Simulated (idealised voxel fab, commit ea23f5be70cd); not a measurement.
process module | voxel ribs on slabs
cross-section cut | 265 nm wide | cells 5 nm
A cross-section is a grid of square cells, given in bands from the top down. A band is one or more rows of cells.
Each band's line starts with the height of the band's top and of its bottom, in nm. Then come its materials from left to right, each with its width in nm. One material with "throughout" fills the band from edge to edge. "air" is empty space.
Height 0 is the level under which the wafer as received is all one material. The lowest band goes on downwards, as in "0 down".
A width such as "30 to 40" changes by the same amount from each row of cells to the next, from the band's top row to its bottom row.
"no change" after a step means that no cell of the cross-section changed.
closed voids: empty space of 8 cells or more with no open way to the top, each as width x height at its distance from the left edge, in nm
after a step's settings: what the simulator itself notes on the step
overlay nm, on a step with a mask: how far to the right of its planned place the mask lay; to the left if negative
plan
1 op RECEIVE | material Si
2 op DIRECTIONAL_DEP | material SiO2 | thk nm 20
3 op DIRECTIONAL_DEP | material polySi | thk nm 20
4 op DIRECTIONAL_DEP | material aC | thk nm 15
5 op PATTERN | tone cover | mask id RIB | material resist | width nm 20 | thk nm 30 | overlay nm 0
6 op DIRECTIONAL_ETCH | etch materials aC | depth nm 15
7 op STRIP | etch materials resist
8 op DIRECTIONAL_ETCH | etch materials polySi | depth nm 10
9 op STRIP | etch materials aC
10 op MASKED_ETCH | tone cover | mask id SLAB | width nm 50 | etch materials polySi | depth nm 10 | overlay nm 0
11 op FILL_DEP | material SiO2 | thk nm 15
12 op CMP | height nm 50
13 op DIRECTIONAL_DEP | material W | thk nm 10
14 op MASKED_ETCH | tone cover | mask id HEATER | width nm 30 | etch materials W | depth nm 10 | overlay nm 0
15 op CONFORMAL_DEP | material SiN | thk nm 5
as received, after step 1
  0 down: Si throughout
  closed voids: none
first wafer at the end, as planned
  65 to 60: air 110 | SiN 40 | air 115
  60 to 55: air 110 | SiN 5 | W 30 | SiN 5 | air 115
  55 to 50: SiN 115 | W 30 | SiN 120
  50 to 40: SiO2 throughout
  40 to 30: SiO2 120 | polySi 20 | SiO2 125
  30 to 20: SiO2 105 | polySi 50 | SiO2 110
  20 to 0: SiO2 throughout
  0 down: Si throughout
  closed voids: none
second wafer at the end: like start, like plan, one mistake
  65 to 60: air 115 | SiN 35 | air 115
  60 to 55: air 115 | SiN 5 | W 25 | SiN 5 | air 115
  55 to 50: SiN 120 | W 25 | SiN 120
  50 to 40: SiO2 throughout
  40 to 30: SiO2 120 | polySi 20 | SiO2 125
  30 to 20: SiO2 105 | polySi 50 | SiO2 110
  20 to 0: SiO2 throughout
  0 down: Si throughout
  closed voids: none
what went wrong: step 14 ran as: op MASKED_ETCH | tone cover | mask id HEATER | width nm 25 | etch materials W | depth nm 10 | overlay nm 0
at the end the second wafer has, in cells: 2 fewer of W
